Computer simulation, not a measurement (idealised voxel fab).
Process module, titled voxel released beams
Shown is cross-section cut, with a width of 285 nm and square cells of size 5 nm.
Cross-section format: a grid of square cells, given as bands from top to bottom; each band is one or more rows of cells.
Band: top height; bottom height; in nm. Then, left to right: material with width in nm, for each material. "everywhere": a single material spanning edge to edge. "air": empty space.
Height datum 0, below which the as-received substrate wafer is one material. Lowest band open at the bottom, running downward: "0 -> down".
A width given as "30->40" starts at the first number in the band's top row and ends at the second number in its bottom row, shifting by an equal amount at every step from row to row.
Where the words "no change occurred" appear for a step, the cross-section shows no cell changed by that step; every cell remained as before.
Each empty space that has no open way to the top and spans at least 8 cells appears under "Closed void entries" as width x height at distance, the distance counted from the left edge, all in nm.
On a step's line, text after the settings is the simulator commenting on that step.
Among the settings permitted on a step's line is "overlay nm"; applied to a step with a mask, it specifies the extent to which the mask lay to the right of its planned position, whereas a negative figure signifies a position to the left.
So here's the lineup of process steps we planned
1. RECEIVE with material Si
2. CONFORMAL_DEP with material SiN, thk nm 5
3. DIRECTIONAL_DEP with material SiO2, thk nm 10
4. PATTERN with tone open, mask id ANCHOR, material resist, width nm 35, thk nm 15, overlay nm 0
5. DIRECTIONAL_ETCH with etch materials SiO2, depth nm 10
6. STRIP with etch materials resist
7. CONFORMAL_DEP with material polySi, thk nm 15
8. DIRECTIONAL_DEP with material aC, thk nm 10
9. PATTERN with tone cover, mask id BEAM, material resist, width nm 115, thk nm 25, overlay nm 0
10. DIRECTIONAL_ETCH with etch materials aC, depth nm 10
11. STRIP with etch materials resist
12. DIRECTIONAL_ETCH with etch materials polySi, depth nm 15
13. STRIP with etch materials aC
14. STRIP with etch materials SiO2
The first wafer of two, processed as planned
Shown in cross-section is the wafer as received, that is, as it stands after step 1
	0 -> down  Si everywhere
	Closed void entries: none
After step 2: wafer cross-section
	5 -> 0  SiN everywhere
	Everything below 0 is unchanged.
After step 3: wafer cross-section
	15 -> 5  SiO2 everywhere
	Everything below 5 is unchanged.
After step 4: wafer cross-section
	30 -> 15  resist 85  air 35  resist 165
	Everything below 15 is unchanged.
After step 5: wafer cross-section
	30 -> 15  resist 85  air 35  resist 165
	15 -> 5  SiO2 85  air 35  SiO2 165
	Everything below 5 is unchanged.
After step 6: wafer cross-section
	15 -> 5  SiO2 85  air 35  SiO2 165
	Everything below 5 is unchanged.
After step 7: wafer cross-section
	30 -> 20  polySi 100  air 5  polySi 180
	20 -> 15  polySi everywhere
	15 -> 5  SiO2 85  polySi 35  SiO2 165
	Everything below 5 is unchanged.
After step 8: wafer cross-section
	40 -> 30  aC 100  air 5  aC 180
	30 -> 20  polySi 100  aC 5  polySi 180
	Everything below 20 is unchanged.
After step 9: wafer cross-section
	65 -> 40  air 80  resist 115  air 90
	40 -> 30  aC 100  resist 5  aC 180
	Everything below 30 is unchanged.
After step 10: wafer cross-section
	55 -> 40  air 80  resist 115  air 90
	40 -> 30  air 80  aC 20  resist 5  aC 90  air 90
	Everything below 30 is unchanged.
After step 11: wafer cross-section
	40 -> 30  air 80  aC 20  air 5  aC 90  air 90
	Everything below 30 is unchanged.
After step 12: wafer cross-section
	40 -> 30  air 80  aC 20  air 5  aC 90  air 90
	30 -> 20  air 80  polySi 20  aC 5  polySi 90  air 90
	20 -> 15  air 80  polySi 115  air 90
	Everything below 15 is unchanged.
After step 13: wafer cross-section
	30 -> 20  air 80  polySi 20  air 5  polySi 90  air 90
	Everything below 20 is unchanged.
After step 14: wafer cross-section
	30 -> 20  air 80  polySi 20  air 5  polySi 90  air 90
	20 -> 15  air 80  polySi 115  air 90
	15 -> 5  air 85  polySi 35  air 165
	Everything below 5 is unchanged.
Second of two: same start, same plan, one run error; steps up to and including 8 match the first
Planned end of step 9: second wafer, cross-section
	65 -> 40  air 75  resist 125  air 85
	40 -> 30  aC 100  resist 5  aC 180
	Everything below 30 is unchanged.
Planned end of step 10: second wafer, cross-section
	55 -> 40  air 75  resist 125  air 85
	40 -> 30  air 75  aC 25  resist 5  aC 95  air 85
	Everything below 30 is unchanged.
Planned end of step 11: second wafer, cross-section
	40 -> 30  air 75  aC 25  air 5  aC 95  air 85
	Everything below 30 is unchanged.
Planned end of step 12: second wafer, cross-section
	40 -> 30  air 75  aC 25  air 5  aC 95  air 85
	30 -> 20  air 75  polySi 25  aC 5  polySi 95  air 85
	20 -> 15  air 75  polySi 125  air 85
	Everything below 15 is unchanged.
Planned end of step 13: second wafer, cross-section
	30 -> 20  air 75  polySi 25  air 5  polySi 95  air 85
	Everything below 20 is unchanged.
Planned end of step 14: second wafer, cross-section
	30 -> 20  air 75  polySi 25  air 5  polySi 95  air 85
	20 -> 15  air 75  polySi 125  air 85
	15 -> 5  air 85  polySi 35  air 165
	Everything below 5 is unchanged.
Deviation from plan: heads up, step 9 didn't go per plan, it actually ran as PATTERN with tone cover, mask id BEAM, material resist, width nm 125, thk nm 25, overlay nm 0
Upon completion, the second wafer contains, in terms of cells, a greater or smaller amount of certain materials than the first wafer: 6 more of polySi
